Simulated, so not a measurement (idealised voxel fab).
Presented below is a process module, voxel local oxidation.
Xsec cut, 170 nm wide, square cell size 5 nm.
Cross-section = grid of square cells, listed top down in bands; band = one or more rows. This entry defines a band. It first specifies the height of the band's top and the height of its bottom in nm, and then specifies the band's materials from left to right, stating each material with its width in nm. The word "edge to edge" identifies a single material that fills the band from edge to edge, while the word "blank" identifies empty space. It should be noted that heights are counted from 0, beneath which the wafer as supplied is of one material throughout, and that the lowest band possesses no lower boundary but continues downward, as written in "top 0, no bottom". Per-row width for "30..40": begins at first number (top row of band), ends at second number (bottom row), increment between rows held constant. Where a step carries "everything unchanged", the cross-section came out of it unchanged, cell for cell. "Closed void register" specifies each empty space that is not open to the top and that occupies no fewer than 8 cells, using the form width x height at distance, the distance measured from the left edge and all three quantities in nm. Past the settings on a step's line: simulator remark, on that step. The optional step-line setting "overlay nm" applies to steps with a mask and quantifies how far to the right of its planned location the mask lay, a negative value indicating leftward placement.
**Process steps - plan**
step 1: RECEIVE [material Si]
step 2: OXIDIZE [depth nm 5]
step 3: CONFORMAL_DEP [material SiN] [thk nm 10]
step 4: MASKED_ETCH [tone cover] [mask id ACTIVE] [width nm 100] [etch materials SiN] [depth nm 10] [overlay nm 0]
step 5: SELECTIVE_ETCH [etch materials SiO2] [depth nm 5]
step 6: OXIDIZE [depth nm 10]
step 7: STRIP [etch materials SiN]
**First of two wafers, processed according to plan**
**Received-state cross-section, reflecting completion of step 1**
> top 0, no bottom | Si edge to edge
> Closed void register: none
**Wafer xsec, post step 2**
> top 0, bottom -5 | SiO2 edge to edge
> Below a height of -5, the structure has not been altered.
**Wafer xsec, post step 3**
> top 10, bottom 0 | SiN edge to edge
> Below a height of 0, the structure has not been altered.
**Wafer xsec, post step 4**
> top 10, bottom 0 | blank 35 nm / SiN 100 nm / blank 35 nm
> Below a height of 0, the structure has not been altered.
**Wafer xsec, post step 5**
> top 10, bottom 0 | blank 35 nm / SiN 100 nm / blank 35 nm
> top 0, bottom -5 | blank 40 nm / SiO2 90 nm / blank 40 nm
> Below a height of -5, the structure has not been altered.
**Wafer xsec, post step 6**
> top 10, bottom 0 | blank 35 nm / SiN 100 nm / blank 35 nm
> top 0, bottom -5 | blank 40 nm / SiO2 90 nm / blank 40 nm
> top -5, bottom -15 | SiO2 50 nm / Si 70 nm / SiO2 50 nm
> Below a height of -15, the structure has not been altered.
**Wafer xsec, post step 7**
> top 0, bottom -5 | blank 40 nm / SiO2 90 nm / blank 40 nm
> Below a height of -5, the structure has not been altered.
**Wafer two of the pair: same origin, same plan, one error during the run; identical to wafer one up to and including step 3**
**Cross-section: second wafer, time at which step 4 was scheduled to end**
> top 10, bottom 0 | blank 45 nm / SiN 100 nm / blank 25 nm
> Below a height of 0, the structure has not been altered.
**Cross-section: second wafer, time at which step 5 was scheduled to end**
> top 10, bottom 0 | blank 45 nm / SiN 100 nm / blank 25 nm
> top 0, bottom -5 | blank 50 nm / SiO2 90 nm / blank 30 nm
> Below a height of -5, the structure has not been altered.
**Cross-section: second wafer, time at which step 6 was scheduled to end**
> top 10, bottom 0 | blank 45 nm / SiN 100 nm / blank 25 nm
> top 0, bottom -5 | blank 50 nm / SiO2 90 nm / blank 30 nm
> top -5, bottom -15 | SiO2 60 nm / Si 70 nm / SiO2 40 nm
> Below a height of -15, the structure has not been altered.
**Cross-section: second wafer, time at which step 7 was scheduled to end**
> top 0, bottom -5 | blank 50 nm / SiO2 90 nm / blank 30 nm
> Below a height of -5, the structure has not been altered.
Short version of what went wrong: step 4 changed vs plan, executed as MASKED_ETCH [tone cover] [mask id ACTIVE] [width nm 100] [etch materials SiN] [depth nm 10] [overlay nm 10]
At the end, each material covers as many cells on the second wafer as it does on the first, though the cells it covers are elsewhere.
